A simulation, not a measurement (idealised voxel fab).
process module | voxel tone inversion
cross-section cut | 175 nm wide | cells 5 nm
A cross-section is a grid of square cells, given in bands from the top down. A band is one or more rows of cells.
Each band's line starts with the height of the band's top and of its bottom, in nm. Then come its materials from left to right, each with its width in nm. One material with "throughout" fills the band from edge to edge. "air" is empty space.
Height 0 is the level under which the wafer as received is all one material. The lowest band goes on downwards, as in "0 down".
A width such as "30 to 40" changes by the same amount from each row of cells to the next, from the band's top row to its bottom row.
"no change" after a step means that no cell of the cross-section changed.
closed voids: empty space of 8 cells or more with no open way to the top, each as width x height at its distance from the left edge, in nm
after a step's settings: what the simulator itself notes on the step
overlay nm, on a step with a mask: how far to the right of its planned place the mask lay; to the left if negative
Each pair below shows a cross-section before one step and the cross-section after it, down to the lowest band that changed. The line under each pair gives the step between them, with its settings. The pairs can come from different runs of this module on the same starting wafer, so a pair continues from the pair above only where its "before" says so.
before
  0 down: Si throughout
  closed voids: none
after
  5 to 0: SiCN throughout
  below 0: unchanged
  closed voids: none
the step between: op CONFORMAL_DEP | material SiCN | thk nm 5
before: the cross-section after the pair above
after
  30 to 5: aC throughout
  below 5: unchanged
  closed voids: none
the step between: op DIRECTIONAL_DEP | material aC | thk nm 25
before: the cross-section after the pair above
after
  65 to 30: air 20 | resist 25 | air 30 | resist 25 | air 30 | resist 25 | air 20
  below 30: unchanged
  closed voids: none
the step between: op PATTERN | tone cover | mask id POSTS | material resist | width nm 25 | pitch nm 55 | thk nm 35 | overlay nm 0
before: the cross-section after the pair above
after
  40 to 30: air 20 | resist 25 | air 30 | resist 25 | air 30 | resist 25 | air 20
  30 to 5: air 20 | aC 25 | air 30 | aC 25 | air 30 | aC 25 | air 20
  below 5: unchanged
  closed voids: none
the step between: op DIRECTIONAL_ETCH | etch materials aC | depth nm 25
before: the cross-section after the pair above
after
  30 to 5: air 20 | aC 25 | air 30 | aC 25 | air 30 | aC 25 | air 20
  below 5: unchanged
  closed voids: none
the step between: op STRIP | etch materials resist
before: the cross-section after the pair above
after
  35 to 30: SiO2 throughout
  30 to 5: SiO2 20 | aC 25 | SiO2 30 | aC 25 | SiO2 30 | aC 25 | SiO2 20
  below 5: unchanged
  closed voids: none
the step between: op FILL_DEP | material SiO2 | thk nm 5
before: the cross-section after the pair above
after
  30 to 5: SiO2 20 | aC 25 | SiO2 30 | aC 25 | SiO2 30 | aC 25 | SiO2 20
  below 5: unchanged
  closed voids: none
the step between: op CMP | height nm 30
before: the cross-section after the pair above
after
  30 to 5: SiO2 20 | air 25 | SiO2 30 | air 25 | SiO2 30 | air 25 | SiO2 20
  below 5: unchanged
  closed voids: none
the step between: op STRIP | etch materials aC
before
  0 down: Si throughout
  closed voids: none
after
  25 to 0: aC throughout
  below 0: unchanged
  closed voids: none
the step between: op DIRECTIONAL_DEP | material aC | thk nm 25
before: the cross-section after the pair above
after
  60 to 25: air 20 | resist 25 | air 30 | resist 25 | air 30 | resist 25 | air 20
  below 25: unchanged
  closed voids: none
the step between: op PATTERN | tone cover | mask id POSTS | material resist | width nm 25 | pitch nm 55 | thk nm 35 | overlay nm 0
before: the cross-section after the pair above
after
  35 to 25: air 20 | resist 25 | air 30 | resist 25 | air 30 | resist 25 | air 20
  25 to 0: air 20 | aC 25 | air 30 | aC 25 | air 30 | aC 25 | air 20
  below 0: unchanged
  closed voids: none
the step between: op DIRECTIONAL_ETCH | etch materials aC | depth nm 25
before: the cross-section after the pair above
after
  25 to 0: air 20 | aC 25 | air 30 | aC 25 | air 30 | aC 25 | air 20
  below 0: unchanged
  closed voids: none
the step between: op STRIP | etch materials resist
before: the cross-section after the pair above
after
  30 to 25: SiO2 throughout
  25 to 0: SiO2 20 | aC 25 | SiO2 30 | aC 25 | SiO2 30 | aC 25 | SiO2 20
  below 0: unchanged
  closed voids: none
the step between: op FILL_DEP | material SiO2 | thk nm 5
before
  25 to 0: aC throughout
  0 down: Si throughout
  closed voids: none
after
  30 to 25: SiCN throughout
  below 25: unchanged
  closed voids: none
the step between: op CONFORMAL_DEP | material SiCN | thk nm 5
before: the cross-section after the pair above
after
  65 to 30: air 20 | resist 25 | air 30 | resist 25 | air 30 | resist 25 | air 20
  below 30: unchanged
  closed voids: none
the step between: op PATTERN | tone cover | mask id POSTS | material resist | width nm 25 | pitch nm 55 | thk nm 35 | overlay nm 0
before: the cross-section after the pair above
after
  40 to 30: air 20 | resist 25 | air 30 | resist 25 | air 30 | resist 25 | air 20
  below 30: unchanged
  closed voids: none
the step between: op DIRECTIONAL_ETCH | etch materials aC | depth nm 25
before: the cross-section after the pair above
after
  30 to 25: SiCN throughout
  below 25: unchanged
  closed voids: none
the step between: op STRIP | etch materials resist
before: the cross-section after the pair above
after
  35 to 30: SiO2 throughout
  below 30: unchanged
  closed voids: none
the step between: op FILL_DEP | material SiO2 | thk nm 5
before: the cross-section after the pair above
after
  30 to 25: SiCN throughout
  below 25: unchanged
  closed voids: none
the step between: op CMP | height nm 30
before
  35 to 30: SiO2 throughout
  30 to 5: SiO2 20 | aC 25 | SiO2 30 | aC 25 | SiO2 30 | aC 25 | SiO2 20
  5 to 0: SiCN throughout
  0 down: Si throughout
  closed voids: none
after
  20 to 5: SiO2 20 | aC 25 | SiO2 30 | aC 25 | SiO2 30 | aC 25 | SiO2 20
  below 5: unchanged
  closed voids: none
the step between: op CMP | height nm 20
before: the cross-section after the pair above
after
  20 to 5: SiO2 20 | air 25 | SiO2 30 | air 25 | SiO2 30 | air 25 | SiO2 20
  below 5: unchanged
  closed voids: none
the step between: op STRIP | etch materials aC
before
  30 to 5: aC throughout
  5 to 0: SiCN throughout
  0 down: Si throughout
  closed voids: none
after
  65 to 30: air 20 | resist 30 | air 25 | resist 30 | air 25 | resist 30 | air 15
  below 30: unchanged
  closed voids: none
the step between: op PATTERN | tone cover | mask id POSTS | material resist | width nm 30 | pitch nm 55 | thk nm 35 | overlay nm 0
before: the cross-section after the pair above
after
  40 to 30: air 20 | resist 30 | air 25 | resist 30 | air 25 | resist 30 | air 15
  30 to 5: air 20 | aC 30 | air 25 | aC 30 | air 25 | aC 30 | air 15
  below 5: unchanged
  closed voids: none
the step between: op DIRECTIONAL_ETCH | etch materials aC | depth nm 25
before: the cross-section after the pair above
after
  30 to 5: air 20 | aC 30 | air 25 | aC 30 | air 25 | aC 30 | air 15
  below 5: unchanged
  closed voids: none
the step between: op STRIP | etch materials resist
before: the cross-section after the pair above
after
  35 to 30: SiO2 throughout
  30 to 5: SiO2 20 | aC 30 | SiO2 25 | aC 30 | SiO2 25 | aC 30 | SiO2 15
  below 5: unchanged
  closed voids: none
the step between: op FILL_DEP | material SiO2 | thk nm 5
before: the cross-section after the pair above
after
  30 to 5: SiO2 20 | aC 30 | SiO2 25 | aC 30 | SiO2 25 | aC 30 | SiO2 15
  below 5: unchanged
  closed voids: none
the step between: op CMP | height nm 30
before: the cross-section after the pair above
after
  30 to 5: SiO2 20 | air 30 | SiO2 25 | air 30 | SiO2 25 | air 30 | SiO2 15
  below 5: unchanged
  closed voids: none
the step between: op STRIP | etch materials aC
before
  30 to 5: aC throughout
  5 to 0: SiCN throughout
  0 down: Si throughout
  closed voids: none
after
  65 to 30: air 25 | resist 25 | air 30 | resist 25 | air 30 | resist 25 | air 15
  below 30: unchanged
  closed voids: none
the step between: op PATTERN | tone cover | mask id POSTS | material resist | width nm 25 | pitch nm 55 | thk nm 35 | overlay nm 5
before: the cross-section after the pair above
after
  40 to 30: air 25 | resist 25 | air 30 | resist 25 | air 30 | resist 25 | air 15
  30 to 5: air 25 | aC 25 | air 30 | aC 25 | air 30 | aC 25 | air 15
  below 5: unchanged
  closed voids: none
the step between: op DIRECTIONAL_ETCH | etch materials aC | depth nm 25
before: the cross-section after the pair above
after
  30 to 5: air 25 | aC 25 | air 30 | aC 25 | air 30 | aC 25 | air 15
  below 5: unchanged
  closed voids: none
the step between: op STRIP | etch materials resist
before: the cross-section after the pair above
after
  35 to 30: SiO2 throughout
  30 to 5: SiO2 25 | aC 25 | SiO2 30 | aC 25 | SiO2 30 | aC 25 | SiO2 15
  below 5: unchanged
  closed voids: none
the step between: op FILL_DEP | material SiO2 | thk nm 5
before: the cross-section after the pair above
after
  30 to 5: SiO2 25 | aC 25 | SiO2 30 | aC 25 | SiO2 30 | aC 25 | SiO2 15
  below 5: unchanged
  closed voids: none
the step between: op CMP | height nm 30
before: the cross-section after the pair above
after
  30 to 5: SiO2 25 | air 25 | SiO2 30 | air 25 | SiO2 30 | air 25 | SiO2 15
  below 5: unchanged
  closed voids: none
the step between: op STRIP | etch materials aC
before
  5 to 0: SiCN throughout
  0 down: Si throughout
  closed voids: none
after
  30 to 0: SiCN throughout
  below 0: unchanged
  closed voids: none
the step between: op DIRECTIONAL_DEP | material SiCN | thk nm 25
before: the cross-section after the pair above
after
  65 to 30: air 20 | resist 25 | air 30 | resist 25 | air 30 | resist 25 | air 20
  below 30: unchanged
  closed voids: none
the step between: op PATTERN | tone cover | mask id POSTS | material resist | width nm 25 | pitch nm 55 | thk nm 35 | overlay nm 0
before: the cross-section after the pair above
after
  40 to 30: air 20 | resist 25 | air 30 | resist 25 | air 30 | resist 25 | air 20
  below 30: unchanged
  closed voids: none
the step between: op DIRECTIONAL_ETCH | etch materials aC | depth nm 25
before: the cross-section after the pair above
after
  30 to 0: SiCN throughout
  below 0: unchanged
  closed voids: none
the step between: op STRIP | etch materials resist
before: the cross-section after the pair above
after
  35 to 30: SiO2 throughout
  below 30: unchanged
  closed voids: none
the step between: op FILL_DEP | material SiO2 | thk nm 5
before: the cross-section after the pair above
after
  30 to 0: SiCN throughout
  below 0: unchanged
  closed voids: none
the step between: op CMP | height nm 30
before
  30 to 5: aC throughout
  5 to 0: SiCN throughout
  0 down: Si throughout
  closed voids: none
after
  65 to 30: resist 20 | air 25 | resist 30 | air 25 | resist 30 | air 25 | resist 20
  below 30: unchanged
  closed voids: none
the step between: op PATTERN | tone open | mask id POSTS | material resist | width nm 25 | pitch nm 55 | thk nm 35 | overlay nm 0
before: the cross-section after the pair above
after
  40 to 30: resist 20 | air 25 | resist 30 | air 25 | resist 30 | air 25 | resist 20
  30 to 5: aC 20 | air 25 | aC 30 | air 25 | aC 30 | air 25 | aC 20
  below 5: unchanged
  closed voids: none
the step between: op DIRECTIONAL_ETCH | etch materials aC | depth nm 25
before: the cross-section after the pair above
after
  30 to 5: aC 20 | air 25 | aC 30 | air 25 | aC 30 | air 25 | aC 20
  below 5: unchanged
  closed voids: none
the step between: op STRIP | etch materials resist
before: the cross-section after the pair above
after
  35 to 30: SiO2 throughout
  30 to 5: aC 20 | SiO2 25 | aC 30 | SiO2 25 | aC 30 | SiO2 25 | aC 20
  below 5: unchanged
  closed voids: none
the step between: op FILL_DEP | material SiO2 | thk nm 5
before: the cross-section after the pair above
after
  30 to 5: aC 20 | SiO2 25 | aC 30 | SiO2 25 | aC 30 | SiO2 25 | aC 20
  below 5: unchanged
  closed voids: none
the step between: op CMP | height nm 30
before: the cross-section after the pair above
after
  30 to 5: air 20 | SiO2 25 | air 30 | SiO2 25 | air 30 | SiO2 25 | air 20
  below 5: unchanged
  closed voids: none
the step between: op STRIP | etch materials aC
